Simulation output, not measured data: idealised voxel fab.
process module | voxel tone inversion
cross-section cut | 190 nm wide | cells 5 nm
A cross-section is a grid of square cells, given in bands from the top down. A band is one or more rows of cells.
Each band's line starts with the height of the band's top and of its bottom, in nm. Then come its materials from left to right, each with its width in nm. One material with "throughout" fills the band from edge to edge. "air" is empty space.
Height 0 is the level under which the wafer as received is all one material. The lowest band goes on downwards, as in "0 down".
A width such as "30 to 40" changes by the same amount from each row of cells to the next, from the band's top row to its bottom row.
"no change" after a step means that no cell of the cross-section changed.
closed voids: empty space of 8 cells or more with no open way to the top, each as width x height at its distance from the left edge, in nm
after a step's settings: what the simulator itself notes on the step
overlay nm, on a step with a mask: how far to the right of its planned place the mask lay; to the left if negative
plan
1 op RECEIVE | material Si
2 op CONFORMAL_DEP | material SiN | thk nm 5
3 op DIRECTIONAL_DEP | material aC | thk nm 20
4 op PATTERN | tone cover | mask id POSTS | material resist | width nm 25 | pitch nm 50 | thk nm 30 | overlay nm 0
5 op DIRECTIONAL_ETCH | etch materials aC | depth nm 20
6 op STRIP | etch materials resist
7 op FILL_DEP | material lowk | thk nm 10
8 op CMP | height nm 25
9 op STRIP | etch materials aC
10 op CONFORMAL_DEP | material TiN | thk nm 5
11 op FILL_DEP | material W | thk nm 10
12 op CMP | height nm 25
13 op CONFORMAL_DEP | material SiCN | thk nm 5
first wafer, as planned
as received, after step 1
  0 down: Si throughout
  closed voids: none
after step 2
  5 to 0: SiN throughout
  below 0: unchanged
after step 3
  25 to 5: aC throughout
  below 5: unchanged
after step 4
  55 to 25: air 55 | resist 25 | air 25 | resist 25 | air 60
  below 25: unchanged
after step 5
  35 to 25: air 55 | resist 25 | air 25 | resist 25 | air 60
  25 to 5: air 55 | aC 25 | air 25 | aC 25 | air 60
  below 5: unchanged
after step 6
  25 to 5: air 55 | aC 25 | air 25 | aC 25 | air 60
  below 5: unchanged
after step 7
  35 to 25: lowk throughout
  25 to 5: lowk 55 | aC 25 | lowk 25 | aC 25 | lowk 60
  below 5: unchanged
after step 8
  25 to 5: lowk 55 | aC 25 | lowk 25 | aC 25 | lowk 60
  below 5: unchanged
after step 9
  25 to 5: lowk 55 | air 25 | lowk 25 | air 25 | lowk 60
  below 5: unchanged
after step 10
  30 to 25: TiN 60 | air 15 | TiN 35 | air 15 | TiN 65
  25 to 10: lowk 55 | TiN 5 | air 15 | TiN 5 | lowk 25 | TiN 5 | air 15 | TiN 5 | lowk 60
  10 to 5: lowk 55 | TiN 25 | lowk 25 | TiN 25 | lowk 60
  below 5: unchanged
after step 11
  40 to 30: W throughout
  30 to 25: TiN 60 | W 15 | TiN 35 | W 15 | TiN 65
  25 to 10: lowk 55 | TiN 5 | W 15 | TiN 5 | lowk 25 | TiN 5 | W 15 | TiN 5 | lowk 60
  below 10: unchanged
after step 12
  25 to 10: lowk 55 | TiN 5 | W 15 | TiN 5 | lowk 25 | TiN 5 | W 15 | TiN 5 | lowk 60
  below 10: unchanged
after step 13
  30 to 25: SiCN throughout
  below 25: unchanged
second wafer: like start, like plan, one mistake. Through step 11 it matches the first wafer
when step 12 should have ended
  15 to 10: lowk 55 | TiN 5 | W 15 | TiN 5 | lowk 25 | TiN 5 | W 15 | TiN 5 | lowk 60
  below 10: unchanged
when step 13 should have ended
  20 to 15: SiCN throughout
  below 15: unchanged
what went wrong: step 12 ran as: op CMP | height nm 15
at the end the second wafer has, in cells: 8 fewer of TiN | 12 fewer of W | 56 fewer of lowk
